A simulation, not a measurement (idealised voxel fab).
process module | voxel wiring stack
cross-section cut | 300 nm wide | cells 5 nm
A cross-section is a grid of square cells, given in bands from the top down. A band is one or more rows of cells.
Each band's line starts with the height of the band's top and of its bottom, in nm. Then come its materials from left to right, each with its width in nm. One material with "throughout" fills the band from edge to edge. "air" is empty space.
Height 0 is the level under which the wafer as received is all one material. The lowest band goes on downwards, as in "0 down".
A width such as "30 to 40" changes by the same amount from each row of cells to the next, from the band's top row to its bottom row.
"no change" after a step means that no cell of the cross-section changed.
closed voids: empty space of 8 cells or more with no open way to the top, each as width x height at its distance from the left edge, in nm
after a step's settings: what the simulator itself notes on the step
overlay nm, on a step with a mask: how far to the right of its planned place the mask lay; to the left if negative
plan
1 op RECEIVE | material Si
2 op CONFORMAL_DEP | material SiO2 | thk nm 10
3 op DIRECTIONAL_DEP | material TiN | thk nm 5
4 op DIRECTIONAL_DEP | material W | thk nm 20
5 op PATTERN | tone cover | mask id METAL_1 | material resist | width nm 30 | pitch nm 60 | thk nm 20 | overlay nm 0
6 op DIRECTIONAL_ETCH | etch materials W | depth nm 20
7 op DIRECTIONAL_ETCH | etch materials TiN | depth nm 5
8 op STRIP | etch materials resist
9 op CONFORMAL_DEP | material SiN | thk nm 5
10 op FILL_DEP | material SiO2 | thk nm 5
11 op CMP | height nm 35
12 op CONFORMAL_DEP | material SiCN | thk nm 5
13 op DIRECTIONAL_DEP | material SiO2 | thk nm 30
14 op MASKED_ETCH | tone open | mask id METAL_2_HOLES | width nm 15 | pitch nm 60 | etch materials SiO2 | depth nm 30 | overlay nm 0
15 op PATTERN | tone open | mask id METAL_2 | material resist | width nm 30 | pitch nm 60 | thk nm 15 | overlay nm 0
16 op DIRECTIONAL_ETCH | etch materials SiO2 | depth nm 15
17 op DIRECTIONAL_ETCH | etch materials SiCN | depth nm 5
18 op STRIP | etch materials resist
19 op CONFORMAL_DEP | material TiN | thk nm 5
20 op FILL_DEP | material Cu | thk nm 10
21 op CMP | height nm 70
22 op CONFORMAL_DEP | material SiCN | thk nm 5
as received, after step 1
  0 down: Si throughout
  closed voids: none
first wafer at the end, as planned
  75 to 70: SiCN throughout
  70 to 60: SiO2 75 | TiN 5 | Cu 20 | TiN 5 | SiO2 30 | TiN 5 | Cu 20 | TiN 5 | SiO2 30 | TiN 5 | Cu 20 | TiN 5 | SiO2 75
  60 to 55: SiO2 75 | TiN 5 | Cu 5 | TiN 20 | SiO2 30 | TiN 5 | Cu 5 | TiN 20 | SiO2 30 | TiN 5 | Cu 5 | TiN 20 | SiO2 75
  55 to 40: SiO2 75 | TiN 5 | Cu 5 | TiN 5 | SiO2 45 | TiN 5 | Cu 5 | TiN 5 | SiO2 45 | TiN 5 | Cu 5 | TiN 5 | SiO2 90
  40 to 35: SiCN 75 | TiN 15 | SiCN 45 | TiN 15 | SiCN 45 | TiN 15 | SiCN 90
  35 to 15: SiO2 70 | SiN 5 | W 30 | SiN 5 | SiO2 20 | SiN 5 | W 30 | SiN 5 | SiO2 20 | SiN 5 | W 30 | SiN 5 | SiO2 70
  15 to 10: SiN 75 | TiN 30 | SiN 30 | TiN 30 | SiN 30 | TiN 30 | SiN 75
  10 to 0: SiO2 throughout
  0 down: Si throughout
  closed voids: none
second wafer at the end: like start, like plan, one mistake
  75 to 70: SiCN throughout
  70 to 60: SiO2 75 | TiN 5 | Cu 20 | TiN 5 | SiO2 30 | TiN 5 | Cu 20 | TiN 5 | SiO2 30 | TiN 5 | Cu 20 | TiN 5 | SiO2 75
  60 to 55: SiO2 75 | TiN 5 | Cu 5 | TiN 20 | SiO2 30 | TiN 5 | Cu 5 | TiN 20 | SiO2 30 | TiN 5 | Cu 5 | TiN 20 | SiO2 75
  55 to 40: SiO2 75 | TiN 5 | Cu 5 | TiN 5 | SiO2 45 | TiN 5 | Cu 5 | TiN 5 | SiO2 45 | TiN 5 | Cu 5 | TiN 5 | SiO2 90
  40 to 35: SiCN 75 | TiN 15 | SiCN 45 | TiN 15 | SiCN 45 | TiN 15 | SiCN 90
  35 to 15: SiO2 65 | SiN 5 | W 30 | SiN 5 | SiO2 20 | SiN 5 | W 30 | SiN 5 | SiO2 20 | SiN 5 | W 30 | SiN 5 | SiO2 75
  15 to 10: SiN 70 | TiN 30 | SiN 30 | TiN 30 | SiN 30 | TiN 30 | SiN 80
  10 to 0: SiO2 throughout
  0 down: Si throughout
  closed voids: none
what went wrong: step 5 ran as: op PATTERN | tone cover | mask id METAL_1 | material resist | width nm 30 | pitch nm 60 | thk nm 20 | overlay nm -5
at the end the second wafer has, in cells: as many of each material as the first, in other places
